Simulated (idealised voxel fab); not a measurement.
voxel transistor to metal: a process module
Cross-section cut: width 190 nm, square cells of 5 nm.
Reading order for cross-sections: top band down to bottom band. Underlying form: a grid of square cells. Band size: one or more rows of cells. Top height, bottom height, nm. Materials left to right, width each, nm. Single material + "all across" = fills band edge to edge. "air" = empty. Height is counted from the level 0, under which the received wafer is composed throughout of one material. The lowest of the bands is not closed at the bottom but continues downward, in the notation "0 nm and below". A width given as "30->40" starts at the first number in the band's top row and ends at the second number in its bottom row, shifting by an equal amount at every step from row to row. "left unchanged" (step): cross-section cells unchanged, all of them. The label "Closed empty spaces" introduces a list of the empty spaces, 8 cells or larger, that have no open way up to the top; each entry in it reads width x height at distance, where the distance is taken from the left edge and all three are stated in nm. Where a step's line continues beyond its settings, the continuation is a remark by the simulator itself on that step. What "overlay nm" on a step's line means: if the step has a mask, that mask lay this far to the right of its planned place, or, when the value is negative, to the left.

The planned process steps are enumerated hereunder
1: RECEIVE: material Si
2: OXIDIZE: depth nm 5
3: CONFORMAL_DEP: material SiN, thk nm 15
4: PATTERN: tone cover, mask id ACTIVE, material resist, width nm 115, thk nm 15, overlay nm 0
5: DIRECTIONAL_ETCH: etch materials SiN, depth nm 15
6: DIRECTIONAL_ETCH: etch materials SiO2, depth nm 5
7: DIRECTIONAL_ETCH: etch materials Si, depth nm 30
8: STRIP: etch materials resist
9: FILL_DEP: material SiO2, thk nm 15
10: CMP: height nm 15
11: SELECTIVE_ETCH: etch materials SiO2, depth nm 15
12: STRIP: etch materials SiN
13: SELECTIVE_ETCH: etch materials SiO2, depth nm 5
14: OXIDIZE: depth nm 5
15: DIRECTIONAL_DEP: material polySi, thk nm 25
16: DIRECTIONAL_DEP: material SiCN, thk nm 10
17: DIRECTIONAL_DEP: material aC, thk nm 10
18: PATTERN: tone cover, mask id GATE, material resist, width nm 25, thk nm 30, overlay nm 0
19: DIRECTIONAL_ETCH: etch materials aC, depth nm 10
20: STRIP: etch materials resist
21: DIRECTIONAL_ETCH: etch materials SiCN, depth nm 20
22: DIRECTIONAL_ETCH: etch materials polySi, depth nm 35
23: STRIP: etch materials aC
24: CONFORMAL_DEP: material SiO2, thk nm 5
25: DIRECTIONAL_ETCH: etch materials SiO2, depth nm 5
26: CONFORMAL_DEP: material SiN, thk nm 5
27: DIRECTIONAL_ETCH: etch materials SiN, depth nm 5
28: DIRECTIONAL_ETCH: etch materials SiO2, depth nm 5
29: DIRECTIONAL_ETCH: etch materials Si, depth nm 10
30: EPI: material SiGe, thk nm 10
31: FILL_DEP: material SiO2, thk nm 5
32: CMP: height nm 30
33: DIRECTIONAL_DEP: material SiO2, thk nm 15
34: DIRECTIONAL_DEP: material aC, thk nm 15
35: PATTERN: tone open, mask id CONTACT, material resist, width nm 30, pitch nm 65, thk nm 30, overlay nm 0
36: DIRECTIONAL_ETCH: etch materials aC, depth nm 15
37: STRIP: etch materials resist
38: DIRECTIONAL_ETCH: etch materials SiO2, depth nm 55
39: STRIP: etch materials aC
40: CONFORMAL_DEP: material TiN, thk nm 5
41: FILL_DEP: material Ru, thk nm 5
42: CMP: height nm 45
43: DIRECTIONAL_DEP: material TiN, thk nm 5
44: DIRECTIONAL_DEP: material Ru, thk nm 25
45: PATTERN: tone cover, mask id METAL_1, material resist, width nm 20, pitch nm 75, thk nm 15, overlay nm 0
46: DIRECTIONAL_ETCH: etch materials Ru, depth nm 25
47: DIRECTIONAL_ETCH: etch materials TiN, depth nm 5
48: STRIP: etch materials resist
49: FILL_DEP: material lowk, thk nm 10
50: CMP: height nm 75
51: CONFORMAL_DEP: material SiCN, thk nm 5
52: DIRECTIONAL_DEP: material SiO2, thk nm 25
53: PATTERN: tone open, mask id METAL_2, material resist, width nm 20, pitch nm 75, thk nm 20, overlay nm 0
54: DIRECTIONAL_ETCH: etch materials SiO2, depth nm 15
55: STRIP: etch materials resist
56: DIRECTIONAL_DEP: material aC, thk nm 15
57: PATTERN: tone open, mask id METAL_2_HOLES, material resist, width nm 15, pitch nm 75, thk nm 35, overlay nm 0
58: DIRECTIONAL_ETCH: etch materials aC, depth nm 15
59: STRIP: etch materials resist
60: DIRECTIONAL_ETCH: etch materials SiO2, depth nm 10
61: DIRECTIONAL_ETCH: etch materials SiCN, depth nm 5
62: STRIP: etch materials aC
63: CONFORMAL_DEP: material TiN, thk nm 5
64: FILL_DEP: material Cu, thk nm 5
65: CMP: height nm 105
66: CONFORMAL_DEP: material SiCN, thk nm 5

Cross-section, incoming material, after step 1
    0 nm and below  Si all across
    Closed empty spaces: none

Figure: cross-sectional view of the wafer upon completion of the module, processed from the initial state and according to the plan depicted above, with one error introduced during execution
    110 nm to 105 nm  SiCN all across
    105 nm to 95 nm  SiO2 45 | TiN 5 | Cu 10 | TiN 5 | SiO2 55 | TiN 5 | Cu 10 | TiN 5 | SiO2 50
    95 nm to 90 nm  SiO2 45 | TiN 5 | Cu 5 | TiN 10 | SiO2 55 | TiN 5 | Cu 5 | TiN 10 | SiO2 50
    90 nm to 80 nm  SiO2 45 | TiN 5 | Cu 5 | TiN 5 | SiO2 60 | TiN 5 | Cu 5 | TiN 5 | SiO2 55
    80 nm to 75 nm  SiCN 45 | TiN 15 | SiCN 60 | TiN 15 | SiCN 55
    75 nm to 50 nm  lowk 45 | Ru 20 | lowk 55 | Ru 20 | lowk 50
    50 nm to 45 nm  lowk 45 | TiN 20 | lowk 55 | TiN 20 | lowk 50
    45 nm to 35 nm  SiO2 45 | TiN 5 | Ru 20 | TiN 5 | SiO2 35 | TiN 5 | Ru 20 | TiN 5 | SiO2 50
    35 nm to 30 nm  SiO2 45 | TiN 5 | Ru 15 | TiN 10 | SiO2 35 | TiN 10 | Ru 15 | TiN 5 | SiO2 50
    30 nm to 20 nm  SiO2 45 | TiN 5 | Ru 15 | TiN 5 | SiN 5 | SiO2 5 | SiCN 25 | SiO2 5 | SiN 5 | TiN 5 | Ru 15 | TiN 5 | SiO2 50
    20 nm to 5 nm  SiO2 45 | TiN 5 | Ru 15 | TiN 5 | SiN 5 | SiO2 5 | polySi 25 | SiO2 5 | SiN 5 | TiN 5 | Ru 15 | TiN 5 | SiO2 50
    5 nm to 0 nm  SiO2 45 | TiN 5 | Ru 5 | TiN 15 | SiN 5 | SiO2 5 | polySi 25 | SiO2 5 | SiN 5 | TiN 15 | Ru 5 | TiN 5 | SiO2 50
    0 nm to -5 nm  SiO2 45 | TiN 5 | Ru 5 | TiN 5 | SiGe 10 | SiN 5 | SiO2 5 | polySi 25 | SiO2 5 | SiN 5 | SiGe 10 | TiN 5 | Ru 5 | TiN 5 | SiO2 50
    -5 nm to -10 nm  SiO2 45 | TiN 15 | SiGe 10 | SiO2 45 | SiGe 10 | TiN 15 | SiO2 50
    -10 nm to -20 nm  SiO2 40 | SiGe 30 | Si 45 | SiGe 40 | SiO2 35
    -20 nm to -35 nm  SiO2 40 | Si 115 | SiO2 35
    -35 nm and below  Si all across
    Closed empty spaces: none
Plan not followed: step 4 ran differently from the plan; actual operation with settings: PATTERN: tone cover, mask id ACTIVE, material resist, width nm 115, thk nm 15, overlay nm 5
